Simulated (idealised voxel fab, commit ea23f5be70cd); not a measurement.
The process module presented herein is designated voxel wiring stack.
We display cut, a cross-section 230 nm in width whose square cells are each 5 nm.
Square cells in a grid make up a cross-section in this document, and the grid is given as bands, listed from the top down, each one or more rows of cells.
In this notation a band is specified by the heights of its top and bottom, in that order and in nm, after which its materials appear from left to right, each paired with its width in nm. The word "all across" attached to a single material means that material fills the band from edge to edge; the word "empty" stands for empty space.
The level at which height equals 0 is the one under which the wafer, as it arrives, is entirely one material. No lower edge exists for the bottom band, which continues downward and is notated as in "0 -> down".
The expression "30 to 40" gives the width at the extremes of the band, the first number at its top row of cells and the second at its bottom row, with the width changing by equal amounts from each row to the next in between.
Reading "no change occurred" for a step: not a cell of the cross-section changed in it.
"Trapped void list" enumerates empty spaces isolated from the top, with no open way to it, that contain at least 8 cells, giving each as width x height at distance from the left edge, all three in nm.
Read whatever lies past the settings on a step's line as the simulator's own remark about the step.
The optional step-line setting "overlay nm" applies to steps with a mask and quantifies how far to the right of its planned location the mask lay, a negative value indicating leftward placement.
## Here's what the planned process steps look like
step 1: RECEIVE [material Si]
step 2: CONFORMAL_DEP [material SiO2] [thk nm 10]
step 3: DIRECTIONAL_DEP [material TiN] [thk nm 5]
step 4: DIRECTIONAL_DEP [material W] [thk nm 25]
step 5: MASKED_ETCH [tone cover] [mask id METAL_1] [width nm 25] [pitch nm 40] [etch materials W] [depth nm 25] [overlay nm 0]
step 6: MASKED_ETCH [tone cover] [mask id METAL_1] [width nm 25] [pitch nm 40] [etch materials TiN] [depth nm 5] [overlay nm 0]
step 7: CONFORMAL_DEP [material SiCN] [thk nm 5]
step 8: FILL_DEP [material lowk] [thk nm 10]
step 9: CMP [height nm 40]
step 10: CONFORMAL_DEP [material SiCN] [thk nm 5]
step 11: DIRECTIONAL_DEP [material SiO2] [thk nm 10]
step 12: PATTERN [tone open] [mask id PLUG_1] [material resist] [width nm 15] [thk nm 20] [overlay nm 0]
step 13: DIRECTIONAL_ETCH [etch materials SiO2] [depth nm 10]
step 14: DIRECTIONAL_ETCH [etch materials SiCN] [depth nm 5]
step 15: STRIP [etch materials resist]
step 16: CONFORMAL_DEP [material TiN] [thk nm 5]
step 17: FILL_DEP [material Ru] [thk nm 5]
step 18: CMP [height nm 55]
step 19: CONFORMAL_DEP [material SiCN] [thk nm 5]
step 20: DIRECTIONAL_DEP [material lowk] [thk nm 25]
step 21: MASKED_ETCH [tone open] [mask id METAL_2] [width nm 25] [pitch nm 40] [etch materials lowk] [depth nm 25] [overlay nm 0]
step 22: MASKED_ETCH [tone open] [mask id METAL_2] [width nm 25] [pitch nm 40] [etch materials SiCN] [depth nm 5] [overlay nm 0]
step 23: CONFORMAL_DEP [material TiN] [thk nm 5]
step 24: FILL_DEP [material Cu] [thk nm 5]
step 25: CMP [height nm 85]
step 26: CONFORMAL_DEP [material SiCN] [thk nm 5]
step 27: DIRECTIONAL_DEP [material lowk] [thk nm 10]
step 28: MASKED_ETCH [tone open] [mask id PLUG_2] [width nm 15] [etch materials lowk] [depth nm 10] [overlay nm 0]
step 29: MASKED_ETCH [tone open] [mask id PLUG_2] [width nm 15] [etch materials SiCN] [depth nm 5] [overlay nm 0]
step 30: CONFORMAL_DEP [material TiN] [thk nm 5]
step 31: FILL_DEP [material Cu] [thk nm 5]
step 32: CMP [height nm 100]
step 33: DIRECTIONAL_DEP [material TiN] [thk nm 5]
step 34: DIRECTIONAL_DEP [material W] [thk nm 25]
step 35: DIRECTIONAL_DEP [material aC] [thk nm 10]
step 36: PATTERN [tone cover] [mask id METAL_3] [material resist] [width nm 25] [pitch nm 40] [thk nm 25] [overlay nm 0]
step 37: DIRECTIONAL_ETCH [etch materials aC] [depth nm 10]
step 38: STRIP [etch materials resist]
step 39: DIRECTIONAL_ETCH [etch materials W] [depth nm 25]
step 40: DIRECTIONAL_ETCH [etch materials TiN] [depth nm 5]
step 41: STRIP [etch materials aC]
step 42: FILL_DEP [material lowk] [thk nm 10]
step 43: CMP [height nm 130]
step 44: CONFORMAL_DEP [material SiCN] [thk nm 5]
step 45: DIRECTIONAL_DEP [material lowk] [thk nm 10]
step 46: MASKED_ETCH [tone open] [mask id PLUG_3] [width nm 15] [etch materials lowk] [depth nm 10] [overlay nm 0]
step 47: MASKED_ETCH [tone open] [mask id PLUG_3] [width nm 15] [etch materials SiCN] [depth nm 5] [overlay nm 0]
step 48: CONFORMAL_DEP [material TiN] [thk nm 5]
step 49: FILL_DEP [material W] [thk nm 10]
step 50: CMP [height nm 145]
step 51: CONFORMAL_DEP [material SiN] [thk nm 5]
step 52: DIRECTIONAL_DEP [material SiO2] [thk nm 25]
step 53: MASKED_ETCH [tone open] [mask id METAL_4] [width nm 25] [pitch nm 40] [etch materials SiO2] [depth nm 25] [overlay nm 0]
step 54: MASKED_ETCH [tone open] [mask id METAL_4] [width nm 25] [pitch nm 40] [etch materials SiN] [depth nm 5] [overlay nm 0]
step 55: CONFORMAL_DEP [material TiN] [thk nm 5]
step 56: FILL_DEP [material Ru] [thk nm 10]
step 57: CMP [height nm 175]
step 58: EPI [material Ru] [thk nm 5]
step 59: FILL_DEP [material SiCN] [thk nm 5]
## First of two wafers - as planned
## Incoming wafer in cross-section (state: after step 1)
0 -> down | Si all across
Trapped void list: none
## Cross-sectional representation of the wafer at the conclusion of step 2
10 -> 0 | SiO2 all across
Below a height of 0, the structure has not been altered.
## Cross-sectional representation of the wafer at the conclusion of step 3
15 -> 10 | TiN all across
Below a height of 10, the structure has not been altered.
## Cross-sectional representation of the wafer at the conclusion of step 4
40 -> 15 | W all across
Below a height of 15, the structure has not been altered.
## Cross-sectional representation of the wafer at the conclusion of step 5
40 -> 15 | empty 80 / W 25 / empty 15 / W 25 / empty 85
Below a height of 15, the structure has not been altered.
## Cross-sectional representation of the wafer at the conclusion of step 6
40 -> 15 | empty 80 / W 25 / empty 15 / W 25 / empty 85
15 -> 10 | empty 80 / TiN 25 / empty 15 / TiN 25 / empty 85
Below a height of 10, the structure has not been altered.
## Cross-sectional representation of the wafer at the conclusion of step 7
45 -> 40 | empty 75 / SiCN 35 / empty 5 / SiCN 35 / empty 80
40 -> 15 | empty 75 / SiCN 5 / W 25 / SiCN 5 / empty 5 / SiCN 5 / W 25 / SiCN 5 / empty 80
15 -> 10 | SiCN 80 / TiN 25 / SiCN 15 / TiN 25 / SiCN 85
Below a height of 10, the structure has not been altered.
## Cross-sectional representation of the wafer at the conclusion of step 8
55 -> 45 | lowk all across
45 -> 40 | lowk 75 / SiCN 35 / lowk 5 / SiCN 35 / lowk 80
40 -> 15 | lowk 75 / SiCN 5 / W 25 / SiCN 5 / lowk 5 / SiCN 5 / W 25 / SiCN 5 / lowk 80
Below a height of 15, the structure has not been altered.
## Cross-sectional representation of the wafer at the conclusion of step 9
40 -> 15 | lowk 75 / SiCN 5 / W 25 / SiCN 5 / lowk 5 / SiCN 5 / W 25 / SiCN 5 / lowk 80
Below a height of 15, the structure has not been altered.
## Cross-sectional representation of the wafer at the conclusion of step 10
45 -> 40 | SiCN all across
Below a height of 40, the structure has not been altered.
## Cross-sectional representation of the wafer at the conclusion of step 11
55 -> 45 | SiO2 all across
Below a height of 45, the structure has not been altered.
## Cross-sectional representation of the wafer at the conclusion of step 12
75 -> 55 | resist 80 / empty 15 / resist 135
Below a height of 55, the structure has not been altered.
## Cross-sectional representation of the wafer at the conclusion of step 13
75 -> 55 | resist 80 / empty 15 / resist 135
55 -> 45 | SiO2 80 / empty 15 / SiO2 135
Below a height of 45, the structure has not been altered.
## Cross-sectional representation of the wafer at the conclusion of step 14
75 -> 55 | resist 80 / empty 15 / resist 135
55 -> 45 | SiO2 80 / empty 15 / SiO2 135
45 -> 40 | SiCN 80 / empty 15 / SiCN 135
Below a height of 40, the structure has not been altered.
## Cross-sectional representation of the wafer at the conclusion of step 15
55 -> 45 | SiO2 80 / empty 15 / SiO2 135
Below a height of 45, the structure has not been altered.
## Cross-sectional representation of the wafer at the conclusion of step 16
60 -> 55 | TiN 85 / empty 5 / TiN 140
55 -> 45 | SiO2 80 / TiN 5 / empty 5 / TiN 5 / SiO2 135
45 -> 40 | SiCN 80 / TiN 15 / SiCN 135
Below a height of 40, the structure has not been altered.
## Cross-sectional representation of the wafer at the conclusion of step 17
65 -> 60 | Ru all across
60 -> 55 | TiN 85 / Ru 5 / TiN 140
55 -> 45 | SiO2 80 / TiN 5 / Ru 5 / TiN 5 / SiO2 135
Below a height of 45, the structure has not been altered.
## Cross-sectional representation of the wafer at the conclusion of step 18
55 -> 45 | SiO2 80 / TiN 5 / Ru 5 / TiN 5 / SiO2 135
Below a height of 45, the structure has not been altered.
## Cross-sectional representation of the wafer at the conclusion of step 19
60 -> 55 | SiCN all across
Below a height of 55, the structure has not been altered.
## Cross-sectional representation of the wafer at the conclusion of step 20
85 -> 60 | lowk all across
Below a height of 60, the structure has not been altered.
## Cross-sectional representation of the wafer at the conclusion of step 21
85 -> 60 | lowk 80 / empty 25 / lowk 15 / empty 25 / lowk 85
Below a height of 60, the structure has not been altered.
## Cross-sectional representation of the wafer at the conclusion of step 22
85 -> 60 | lowk 80 / empty 25 / lowk 15 / empty 25 / lowk 85
60 -> 55 | SiCN 80 / empty 25 / SiCN 15 / empty 25 / SiCN 85
Below a height of 55, the structure has not been altered.
## Cross-sectional representation of the wafer at the conclusion of step 23
90 -> 85 | TiN 85 / empty 15 / TiN 25 / empty 15 / TiN 90
85 -> 60 | lowk 80 / TiN 5 / empty 15 / TiN 5 / lowk 15 / TiN 5 / empty 15 / TiN 5 / lowk 85
60 -> 55 | SiCN 80 / TiN 25 / SiCN 15 / TiN 25 / SiCN 85
Below a height of 55, the structure has not been altered.
## Cross-sectional representation of the wafer at the conclusion of step 24
95 -> 90 | Cu all across
90 -> 85 | TiN 85 / Cu 15 / TiN 25 / Cu 15 / TiN 90
85 -> 60 | lowk 80 / TiN 5 / Cu 15 / TiN 5 / lowk 15 / TiN 5 / Cu 15 / TiN 5 / lowk 85
Below a height of 60, the structure has not been altered.
## Cross-sectional representation of the wafer at the conclusion of step 25
85 -> 60 | lowk 80 / TiN 5 / Cu 15 / TiN 5 / lowk 15 / TiN 5 / Cu 15 / TiN 5 / lowk 85
Below a height of 60, the structure has not been altered.
## Cross-sectional representation of the wafer at the conclusion of step 26
90 -> 85 | SiCN all across
Below a height of 85, the structure has not been altered.
## Cross-sectional representation of the wafer at the conclusion of step 27
100 -> 90 | lowk all across
Below a height of 90, the structure has not been altered.
## Cross-sectional representation of the wafer at the conclusion of step 28
100 -> 90 | lowk 80 / empty 15 / lowk 135
Below a height of 90, the structure has not been altered.
## Cross-sectional representation of the wafer at the conclusion of step 29
100 -> 90 | lowk 80 / empty 15 / lowk 135
90 -> 85 | SiCN 80 / empty 15 / SiCN 135
Below a height of 85, the structure has not been altered.
## Cross-sectional representation of the wafer at the conclusion of step 30
105 -> 100 | TiN 85 / empty 5 / TiN 140
100 -> 90 | lowk 80 / TiN 5 / empty 5 / TiN 5 / lowk 135
90 -> 85 | SiCN 80 / TiN 15 / SiCN 135
Below a height of 85, the structure has not been altered.
## Cross-sectional representation of the wafer at the conclusion of step 31
110 -> 105 | Cu all across
105 -> 100 | TiN 85 / Cu 5 / TiN 140
100 -> 90 | lowk 80 / TiN 5 / Cu 5 / TiN 5 / lowk 135
Below a height of 90, the structure has not been altered.
## Cross-sectional representation of the wafer at the conclusion of step 32
100 -> 90 | lowk 80 / TiN 5 / Cu 5 / TiN 5 / lowk 135
Below a height of 90, the structure has not been altered.
## Cross-sectional representation of the wafer at the conclusion of step 33
105 -> 100 | TiN all across
Below a height of 100, the structure has not been altered.
## Cross-sectional representation of the wafer at the conclusion of step 34
130 -> 105 | W all across
Below a height of 105, the structure has not been altered.
## Cross-sectional representation of the wafer at the conclusion of step 35
140 -> 130 | aC all across
Below a height of 130, the structure has not been altered.
## Cross-sectional representation of the wafer at the conclusion of step 36
165 -> 140 | empty 80 / resist 25 / empty 15 / resist 25 / empty 85
Below a height of 140, the structure has not been altered.
## Cross-sectional representation of the wafer at the conclusion of step 37
155 -> 140 | empty 80 / resist 25 / empty 15 / resist 25 / empty 85
140 -> 130 | empty 80 / aC 25 / empty 15 / aC 25 / empty 85
Below a height of 130, the structure has not been altered.
## Cross-sectional representation of the wafer at the conclusion of step 38
140 -> 130 | empty 80 / aC 25 / empty 15 / aC 25 / empty 85
Below a height of 130, the structure has not been altered.
## Cross-sectional representation of the wafer at the conclusion of step 39
140 -> 130 | empty 80 / aC 25 / empty 15 / aC 25 / empty 85
130 -> 105 | empty 80 / W 25 / empty 15 / W 25 / empty 85
Below a height of 105, the structure has not been altered.
## Cross-sectional representation of the wafer at the conclusion of step 40
140 -> 130 | empty 80 / aC 25 / empty 15 / aC 25 / empty 85
130 -> 105 | empty 80 / W 25 / empty 15 / W 25 / empty 85
105 -> 100 | empty 80 / TiN 25 / empty 15 / TiN 25 / empty 85
Below a height of 100, the structure has not been altered.
## Cross-sectional representation of the wafer at the conclusion of step 41
130 -> 105 | empty 80 / W 25 / empty 15 / W 25 / empty 85
Below a height of 105, the structure has not been altered.
## Cross-sectional representation of the wafer at the conclusion of step 42
140 -> 130 | lowk all across
130 -> 105 | lowk 80 / W 25 / lowk 15 / W 25 / lowk 85
105 -> 100 | lowk 80 / TiN 25 / lowk 15 / TiN 25 / lowk 85
Below a height of 100, the structure has not been altered.
## Cross-sectional representation of the wafer at the conclusion of step 43
130 -> 105 | lowk 80 / W 25 / lowk 15 / W 25 / lowk 85
Below a height of 105, the structure has not been altered.
## Cross-sectional representation of the wafer at the conclusion of step 44
135 -> 130 | SiCN all across
Below a height of 130, the structure has not been altered.
## Cross-sectional representation of the wafer at the conclusion of step 45
145 -> 135 | lowk all across
Below a height of 135, the structure has not been altered.
## Cross-sectional representation of the wafer at the conclusion of step 46
145 -> 135 | lowk 80 / empty 15 / lowk 135
Below a height of 135, the structure has not been altered.
## Cross-sectional representation of the wafer at the conclusion of step 47
145 -> 135 | lowk 80 / empty 15 / lowk 135
135 -> 130 | SiCN 80 / empty 15 / SiCN 135
Below a height of 130, the structure has not been altered.
## Cross-sectional representation of the wafer at the conclusion of step 48
150 -> 145 | TiN 85 / empty 5 / TiN 140
145 -> 135 | lowk 80 / TiN 5 / empty 5 / TiN 5 / lowk 135
135 -> 130 | SiCN 80 / TiN 15 / SiCN 135
Below a height of 130, the structure has not been altered.
## Cross-sectional representation of the wafer at the conclusion of step 49
160 -> 150 | W all across
150 -> 145 | TiN 85 / W 5 / TiN 140
145 -> 135 | lowk 80 / TiN 5 / W 5 / TiN 5 / lowk 135
Below a height of 135, the structure has not been altered.
## Cross-sectional representation of the wafer at the conclusion of step 50
145 -> 135 | lowk 80 / TiN 5 / W 5 / TiN 5 / lowk 135
Below a height of 135, the structure has not been altered.
## Cross-sectional representation of the wafer at the conclusion of step 51
150 -> 145 | SiN all across
Below a height of 145, the structure has not been altered.
## Cross-sectional representation of the wafer at the conclusion of step 52
175 -> 150 | SiO2 all across
Below a height of 150, the structure has not been altered.
## Cross-sectional representation of the wafer at the conclusion of step 53
175 -> 150 | SiO2 80 / empty 25 / SiO2 15 / empty 25 / SiO2 85
Below a height of 150, the structure has not been altered.
## Cross-sectional representation of the wafer at the conclusion of step 54
175 -> 150 | SiO2 80 / empty 25 / SiO2 15 / empty 25 / SiO2 85
150 -> 145 | SiN 80 / empty 25 / SiN 15 / empty 25 / SiN 85
Below a height of 145, the structure has not been altered.
## Cross-sectional representation of the wafer at the conclusion of step 55
180 -> 175 | TiN 85 / empty 15 / TiN 25 / empty 15 / TiN 90
175 -> 150 | SiO2 80 / TiN 5 / empty 15 / TiN 5 / SiO2 15 / TiN 5 / empty 15 / TiN 5 / SiO2 85
150 -> 145 | SiN 80 / TiN 25 / SiN 15 / TiN 25 / SiN 85
Below a height of 145, the structure has not been altered.
## Cross-sectional representation of the wafer at the conclusion of step 56
190 -> 180 | Ru all across
180 -> 175 | TiN 85 / Ru 15 / TiN 25 / Ru 15 / TiN 90
175 -> 150 | SiO2 80 / TiN 5 / Ru 15 / TiN 5 / SiO2 15 / TiN 5 / Ru 15 / TiN 5 / SiO2 85
Below a height of 150, the structure has not been altered.
## Cross-sectional representation of the wafer at the conclusion of step 57
175 -> 150 | SiO2 80 / TiN 5 / Ru 15 / TiN 5 / SiO2 15 / TiN 5 / Ru 15 / TiN 5 / SiO2 85
Below a height of 150, the structure has not been altered.
## Cross-sectional representation of the wafer at the conclusion of step 58
180 -> 175 | empty 75 / Ru 35 / empty 5 / Ru 35 / empty 80
Below a height of 175, the structure has not been altered.
## Cross-sectional representation of the wafer at the conclusion of step 59
185 -> 180 | SiCN all across
180 -> 175 | SiCN 75 / Ru 35 / SiCN 5 / Ru 35 / SiCN 80
Below a height of 175, the structure has not been altered.
## The Second Wafer: Common Origin and Plan, One Mistake in Execution, Identical to the First Through Step 9
## Second wafer shown in cross-section at the time step 10 was slated to end
50 -> 40 | SiO2 all across
Below a height of 40, the structure has not been altered.
## Second wafer shown in cross-section at the time step 11 was slated to end
55 -> 50 | SiCN all across
Below a height of 50, the structure has not been altered.
## Second wafer shown in cross-section at the time step 12 was slated to end
75 -> 55 | resist 80 / empty 15 / resist 135
Below a height of 55, the structure has not been altered.
Second wafer shown in cross-section at the time step 13 was slated to end: no change occurred
## Second wafer shown in cross-section at the time step 14 was slated to end
75 -> 55 | resist 80 / empty 15 / resist 135
55 -> 50 | SiCN 80 / empty 15 / SiCN 135
Below a height of 50, the structure has not been altered.
## Second wafer shown in cross-section at the time step 15 was slated to end
55 -> 50 | SiCN 80 / empty 15 / SiCN 135
Below a height of 50, the structure has not been altered.
## Second wafer shown in cross-section at the time step 16 was slated to end
60 -> 55 | TiN 85 / empty 5 / TiN 140
55 -> 50 | SiCN 80 / TiN 15 / SiCN 135
Below a height of 50, the structure has not been altered.
## Second wafer shown in cross-section at the time step 17 was slated to end
65 -> 60 | Ru all across
60 -> 55 | TiN 85 / Ru 5 / TiN 140
Below a height of 55, the structure has not been altered.
## Second wafer shown in cross-section at the time step 18 was slated to end
55 -> 50 | SiCN 80 / TiN 15 / SiCN 135
Below a height of 50, the structure has not been altered.
## Second wafer shown in cross-section at the time step 19 was slated to end
60 -> 55 | SiCN all across
Below a height of 55, the structure has not been altered.
## Second wafer shown in cross-section at the time step 20 was slated to end
85 -> 60 | lowk all across
Below a height of 60, the structure has not been altered.
## Second wafer shown in cross-section at the time step 21 was slated to end
85 -> 60 | lowk 80 / empty 25 / lowk 15 / empty 25 / lowk 85
Below a height of 60, the structure has not been altered.
## Second wafer shown in cross-section at the time step 22 was slated to end
85 -> 60 | lowk 80 / empty 25 / lowk 15 / empty 25 / lowk 85
60 -> 55 | SiCN 80 / empty 25 / SiCN 15 / empty 25 / SiCN 85
Below a height of 55, the structure has not been altered.
## Second wafer shown in cross-section at the time step 23 was slated to end
90 -> 85 | TiN 85 / empty 15 / TiN 25 / empty 15 / TiN 90
85 -> 60 | lowk 80 / TiN 5 / empty 15 / TiN 5 / lowk 15 / TiN 5 / empty 15 / TiN 5 / lowk 85
60 -> 55 | SiCN 80 / TiN 25 / SiCN 15 / TiN 25 / SiCN 85
Below a height of 55, the structure has not been altered.
## Second wafer shown in cross-section at the time step 24 was slated to end
95 -> 90 | Cu all across
90 -> 85 | TiN 85 / Cu 15 / TiN 25 / Cu 15 / TiN 90
85 -> 60 | lowk 80 / TiN 5 / Cu 15 / TiN 5 / lowk 15 / TiN 5 / Cu 15 / TiN 5 / lowk 85
Below a height of 60, the structure has not been altered.
## Second wafer shown in cross-section at the time step 25 was slated to end
85 -> 60 | lowk 80 / TiN 5 / Cu 15 / TiN 5 / lowk 15 / TiN 5 / Cu 15 / TiN 5 / lowk 85
Below a height of 60, the structure has not been altered.
## Second wafer shown in cross-section at the time step 26 was slated to end
90 -> 85 | SiCN all across
Below a height of 85, the structure has not been altered.
## Second wafer shown in cross-section at the time step 27 was slated to end
100 -> 90 | lowk all across
Below a height of 90, the structure has not been altered.
## Second wafer shown in cross-section at the time step 28 was slated to end
100 -> 90 | lowk 80 / empty 15 / lowk 135
Below a height of 90, the structure has not been altered.
## Second wafer shown in cross-section at the time step 29 was slated to end
100 -> 90 | lowk 80 / empty 15 / lowk 135
90 -> 85 | SiCN 80 / empty 15 / SiCN 135
Below a height of 85, the structure has not been altered.
## Second wafer shown in cross-section at the time step 30 was slated to end
105 -> 100 | TiN 85 / empty 5 / TiN 140
100 -> 90 | lowk 80 / TiN 5 / empty 5 / TiN 5 / lowk 135
90 -> 85 | SiCN 80 / TiN 15 / SiCN 135
Below a height of 85, the structure has not been altered.
## Second wafer shown in cross-section at the time step 31 was slated to end
110 -> 105 | Cu all across
105 -> 100 | TiN 85 / Cu 5 / TiN 140
100 -> 90 | lowk 80 / TiN 5 / Cu 5 / TiN 5 / lowk 135
Below a height of 90, the structure has not been altered.
## Second wafer shown in cross-section at the time step 32 was slated to end
100 -> 90 | lowk 80 / TiN 5 / Cu 5 / TiN 5 / lowk 135
Below a height of 90, the structure has not been altered.
## Second wafer shown in cross-section at the time step 33 was slated to end
105 -> 100 | TiN all across
Below a height of 100, the structure has not been altered.
## Second wafer shown in cross-section at the time step 34 was slated to end
130 -> 105 | W all across
Below a height of 105, the structure has not been altered.
## Second wafer shown in cross-section at the time step 35 was slated to end
140 -> 130 | aC all across
Below a height of 130, the structure has not been altered.
## Second wafer shown in cross-section at the time step 36 was slated to end
165 -> 140 | empty 80 / resist 25 / empty 15 / resist 25 / empty 85
Below a height of 140, the structure has not been altered.
## Second wafer shown in cross-section at the time step 37 was slated to end
155 -> 140 | empty 80 / resist 25 / empty 15 / resist 25 / empty 85
140 -> 130 | empty 80 / aC 25 / empty 15 / aC 25 / empty 85
Below a height of 130, the structure has not been altered.
## Second wafer shown in cross-section at the time step 38 was slated to end
140 -> 130 | empty 80 / aC 25 / empty 15 / aC 25 / empty 85
Below a height of 130, the structure has not been altered.
## Second wafer shown in cross-section at the time step 39 was slated to end
140 -> 130 | empty 80 / aC 25 / empty 15 / aC 25 / empty 85
130 -> 105 | empty 80 / W 25 / empty 15 / W 25 / empty 85
Below a height of 105, the structure has not been altered.
## Second wafer shown in cross-section at the time step 40 was slated to end
140 -> 130 | empty 80 / aC 25 / empty 15 / aC 25 / empty 85
130 -> 105 | empty 80 / W 25 / empty 15 / W 25 / empty 85
105 -> 100 | empty 80 / TiN 25 / empty 15 / TiN 25 / empty 85
Below a height of 100, the structure has not been altered.
## Second wafer shown in cross-section at the time step 41 was slated to end
130 -> 105 | empty 80 / W 25 / empty 15 / W 25 / empty 85
Below a height of 105, the structure has not been altered.
## Second wafer shown in cross-section at the time step 42 was slated to end
140 -> 130 | lowk all across
130 -> 105 | lowk 80 / W 25 / lowk 15 / W 25 / lowk 85
105 -> 100 | lowk 80 / TiN 25 / lowk 15 / TiN 25 / lowk 85
Below a height of 100, the structure has not been altered.
## Second wafer shown in cross-section at the time step 43 was slated to end
130 -> 105 | lowk 80 / W 25 / lowk 15 / W 25 / lowk 85
Below a height of 105, the structure has not been altered.
## Second wafer shown in cross-section at the time step 44 was slated to end
135 -> 130 | SiCN all across
Below a height of 130, the structure has not been altered.
## Second wafer shown in cross-section at the time step 45 was slated to end
145 -> 135 | lowk all across
Below a height of 135, the structure has not been altered.
## Second wafer shown in cross-section at the time step 46 was slated to end
145 -> 135 | lowk 80 / empty 15 / lowk 135
Below a height of 135, the structure has not been altered.
## Second wafer shown in cross-section at the time step 47 was slated to end
145 -> 135 | lowk 80 / empty 15 / lowk 135
135 -> 130 | SiCN 80 / empty 15 / SiCN 135
Below a height of 130, the structure has not been altered.
## Second wafer shown in cross-section at the time step 48 was slated to end
150 -> 145 | TiN 85 / empty 5 / TiN 140
145 -> 135 | lowk 80 / TiN 5 / empty 5 / TiN 5 / lowk 135
135 -> 130 | SiCN 80 / TiN 15 / SiCN 135
Below a height of 130, the structure has not been altered.
## Second wafer shown in cross-section at the time step 49 was slated to end
160 -> 150 | W all across
150 -> 145 | TiN 85 / W 5 / TiN 140
145 -> 135 | lowk 80 / TiN 5 / W 5 / TiN 5 / lowk 135
Below a height of 135, the structure has not been altered.
## Second wafer shown in cross-section at the time step 50 was slated to end
145 -> 135 | lowk 80 / TiN 5 / W 5 / TiN 5 / lowk 135
Below a height of 135, the structure has not been altered.
## Second wafer shown in cross-section at the time step 51 was slated to end
150 -> 145 | SiN all across
Below a height of 145, the structure has not been altered.
## Second wafer shown in cross-section at the time step 52 was slated to end
175 -> 150 | SiO2 all across
Below a height of 150, the structure has not been altered.
## Second wafer shown in cross-section at the time step 53 was slated to end
175 -> 150 | SiO2 80 / empty 25 / SiO2 15 / empty 25 / SiO2 85
Below a height of 150, the structure has not been altered.
## Second wafer shown in cross-section at the time step 54 was slated to end
175 -> 150 | SiO2 80 / empty 25 / SiO2 15 / empty 25 / SiO2 85
150 -> 145 | SiN 80 / empty 25 / SiN 15 / empty 25 / SiN 85
Below a height of 145, the structure has not been altered.
## Second wafer shown in cross-section at the time step 55 was slated to end
180 -> 175 | TiN 85 / empty 15 / TiN 25 / empty 15 / TiN 90
175 -> 150 | SiO2 80 / TiN 5 / empty 15 / TiN 5 / SiO2 15 / TiN 5 / empty 15 / TiN 5 / SiO2 85
150 -> 145 | SiN 80 / TiN 25 / SiN 15 / TiN 25 / SiN 85
Below a height of 145, the structure has not been altered.
## Second wafer shown in cross-section at the time step 56 was slated to end
190 -> 180 | Ru all across
180 -> 175 | TiN 85 / Ru 15 / TiN 25 / Ru 15 / TiN 90
175 -> 150 | SiO2 80 / TiN 5 / Ru 15 / TiN 5 / SiO2 15 / TiN 5 / Ru 15 / TiN 5 / SiO2 85
Below a height of 150, the structure has not been altered.
## Second wafer shown in cross-section at the time step 57 was slated to end
175 -> 150 | SiO2 80 / TiN 5 / Ru 15 / TiN 5 / SiO2 15 / TiN 5 / Ru 15 / TiN 5 / SiO2 85
Below a height of 150, the structure has not been altered.
## Second wafer shown in cross-section at the time step 58 was slated to end
180 -> 175 | empty 75 / Ru 35 / empty 5 / Ru 35 / empty 80
Below a height of 175, the structure has not been altered.
## Second wafer shown in cross-section at the time step 59 was slated to end
185 -> 180 | SiCN all across
180 -> 175 | SiCN 75 / Ru 35 / SiCN 5 / Ru 35 / SiCN 80
Below a height of 175, the structure has not been altered.
Against the plan, the run slipped here: the run placed steps 10 and 11 each in the position the plan gave to the other
Count the cells at the end and the second wafer has more or fewer of some materials than the first: 2 fewer of Ru; 6 more of SiO2; 4 fewer of TiN
